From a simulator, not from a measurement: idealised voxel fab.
Name of the process module below: voxel double patterning
The width of the displayed cross-section, cut, is 215 nm; its cells are square, with a size of 5 nm.
Heads up, the way a cross-section reads in here is a grid of square cells, handed over as bands from the top down, with every band being one or more rows of cells. Top height, bottom height, nm. Materials left to right, width each, nm. Single material + "throughout" = fills band edge to edge. "empty" = empty. Height is counted from the level 0, under which the received wafer is composed throughout of one material. The lowest of the bands is not closed at the bottom but continues downward, in the notation "from 0 down". The two numbers in a width such as "30..40" mark its ends across the band: the first belongs to the top row of cells, the second to the bottom row, and from each row to the next the width moves by the same amount. The cross-section has no changed cell in any step marked "changes: none". The entry titled "Trapped cavities" provides the empty spaces that have no open way to the top, restricted to those of 8 cells or more. Each is presented as width x height at distance, the distance being measured from the left edge, with all three in nm. What comes after the settings on a step's line is commentary from the simulator itself on that step. The optional step-line setting "overlay nm" applies to steps with a mask and quantifies how far to the right of its planned location the mask lay, a negative value indicating leftward placement.
### Intended process steps
| 1 | RECEIVE with material Si |
| 2 | CONFORMAL_DEP with material SiO2, thk nm 5 |
| 3 | DIRECTIONAL_DEP with material TiN, thk nm 20 |
| 4 | DIRECTIONAL_DEP with material SiCN, thk nm 5 |
| 5 | PATTERN with tone open, mask id FIRST, material resist, width nm 15, pitch nm 50, thk nm 15, overlay nm 0 |
| 6 | DIRECTIONAL_ETCH with etch materials SiCN, depth nm 5 |
| 7 | STRIP with etch materials resist |
| 8 | PATTERN with tone open, mask id SECOND, material resist, width nm 15, thk nm 20, overlay nm 0 |
| 9 | DIRECTIONAL_ETCH with etch materials SiCN, depth nm 5 |
| 10 | STRIP with etch materials resist |
| 11 | DIRECTIONAL_ETCH with etch materials TiN, depth nm 20 |
| 12 | STRIP with etch materials SiCN |
It is noted that the wafers described herein are identical at the outset and are distinguished by the width nm of step 5; the value stated in the plan corresponds to the first wafer.
### Received wafers, first of several: cross-section after step 1
	from 0 down = Si throughout
	Trapped cavities: none
### Where each wafer stands at the end of the module, a row apiece: cells of each material gained (+) or lost (-) since it was received, then closed voids
width nm 15, +43 SiO2, +136 TiN, Trapped cavities: none
width nm 20, +43 SiO2, +128 TiN, Trapped cavities: none
width nm 25, +43 SiO2, +120 TiN, Trapped cavities: none
width nm 30, +43 SiO2, +112 TiN, Trapped cavities: none
